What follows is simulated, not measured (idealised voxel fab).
Title: Process Module voxel transistor to metal
Pictured: cross-section cut, 150 nm wide, on a grid of 5 nm square cells.
Just so we're on the same page, the cross-sections are grids of square cells, and they're listed out in bands top to bottom, each band one or more rows deep. Read a band's entry like this: the first values are the height of its top and the height of its bottom in nm, and what follows is the sequence of materials from left to right, each with its width in nm. Note that "air" is empty space, and that a single material marked "all across" reaches across the band from edge to edge. All heights in this document are referenced to 0, defined as the level beneath which the wafer, as received, consists entirely of one material. The lowest band is not bounded below; it extends indefinitely downward and is written in the form "0 down". Note: "30 to 40" means the width goes from the first number (top row of the band) to the second number (bottom row) in equal steps per row of cells. "no alterations made" -> step changed no cross-section cell. Any empty space of 8 cells or more lacking an open way to the top shows up in "Enclosed internal voids" as width x height at distance, distance from the left edge, in nm. Text after the settings on a step's line: the simulator's own remark on that step. overlay nm: for a step with a mask, the amount by which the mask lay right of where it was planned; a negative amount means left of it.
Listed below are the process steps as planned:
1) RECEIVE: material Si
2) OXIDIZE: depth nm 5
3) CONFORMAL_DEP: material SiN, thk nm 15
4) DIRECTIONAL_DEP: material aC, thk nm 15
5) PATTERN: tone cover, mask id ACTIVE, material resist, width nm 85, thk nm 30, overlay nm 0
6) DIRECTIONAL_ETCH: etch materials aC, depth nm 15
7) STRIP: etch materials resist
8) DIRECTIONAL_ETCH: etch materials SiN, depth nm 15
9) DIRECTIONAL_ETCH: etch materials SiO2, depth nm 5
10) DIRECTIONAL_ETCH: etch materials Si, depth nm 35
11) STRIP: etch materials aC
12) OXIDIZE: depth nm 5
13) FILL_DEP: material SiO2, thk nm 5
14) CMP: height nm 15
15) SELECTIVE_ETCH: etch materials SiO2, depth nm 5
16) STRIP: etch materials SiN
17) SELECTIVE_ETCH: etch materials SiO2, depth nm 5
18) OXIDIZE: depth nm 5
19) DIRECTIONAL_DEP: material polySi, thk nm 25
20) DIRECTIONAL_DEP: material SiCN, thk nm 15
21) DIRECTIONAL_DEP: material aC, thk nm 10
22) PATTERN: tone cover, mask id GATE, material resist, width nm 15, thk nm 30, overlay nm 0
23) DIRECTIONAL_ETCH: etch materials aC, depth nm 10
24) STRIP: etch materials resist
25) DIRECTIONAL_ETCH: etch materials SiCN, depth nm 25
26) DIRECTIONAL_ETCH: etch materials polySi, depth nm 35
27) STRIP: etch materials aC
28) CONFORMAL_DEP: material SiO2, thk nm 5
29) DIRECTIONAL_ETCH: etch materials SiO2, depth nm 5
30) CONFORMAL_DEP: material SiN, thk nm 10
31) DIRECTIONAL_ETCH: etch materials SiN, depth nm 10
32) DIRECTIONAL_ETCH: etch materials SiO2, depth nm 5
33) EPI: material SiGe, thk nm 5
34) FILL_DEP: material SiO2, thk nm 10
35) CMP: height nm 35
36) DIRECTIONAL_DEP: material SiO2, thk nm 15
37) MASKED_ETCH: tone open, mask id CONTACT, width nm 30, pitch nm 55, etch materials SiO2, depth nm 55, overlay nm 0
38) CONFORMAL_DEP: material TiN, thk nm 5
39) FILL_DEP: material W, thk nm 5
40) CMP: height nm 50
41) CONFORMAL_DEP: material SiN, thk nm 5
42) DIRECTIONAL_DEP: material lowk, thk nm 15
43) MASKED_ETCH: tone open, mask id METAL_1, width nm 15, pitch nm 70, etch materials lowk, depth nm 15, overlay nm 0
44) MASKED_ETCH: tone open, mask id METAL_1, width nm 15, pitch nm 70, etch materials SiN, depth nm 5, overlay nm 0
45) CONFORMAL_DEP: material TiN, thk nm 5
46) FILL_DEP: material Cu, thk nm 5
47) CMP: height nm 70
48) CONFORMAL_DEP: material SiCN, thk nm 5
What sets these wafers apart? The width nm at step 5. They all start alike, and the plan carries the first wafer's value.
After step 1, as received: first of several wafers, cross-section:
  0 down: Si all across
  Enclosed internal voids: none
Wafer rows; end of module; cells per material since receipt: (+) gained, (-) lost; then closed voids:
width nm 85 | +6 Cu | -165 Si | +39 SiCN | +4 SiGe | +64 SiN | +305 SiO2 | +70 TiN | +40 W | +72 lowk | +15 polySi | Enclosed internal voids: none
width nm 90 | +6 Cu | -158 Si | +39 SiCN | +5 SiGe | +64 SiN | +295 SiO2 | +70 TiN | +42 W | +72 lowk | +15 polySi | Enclosed internal voids: none
width nm 95 | +6 Cu | -151 Si | +39 SiCN | +6 SiGe | +64 SiN | +285 SiO2 | +70 TiN | +44 W | +72 lowk | +15 polySi | Enclosed internal voids: none
width nm 100 | +6 Cu | -144 Si | +39 SiCN | +7 SiGe | +64 SiN | +275 SiO2 | +70 TiN | +46 W | +72 lowk | +15 polySi | Enclosed internal voids: none
width nm 105 | +6 Cu | -137 Si | +39 SiCN | +8 SiGe | +64 SiN | +265 SiO2 | +70 TiN | +48 W | +72 lowk | +15 polySi | Enclosed internal voids: none
width nm 110 | +6 Cu | -130 Si | +39 SiCN | +9 SiGe | +64 SiN | +257 SiO2 | +70 TiN | +48 W | +72 lowk | +15 polySi | Enclosed internal voids: none
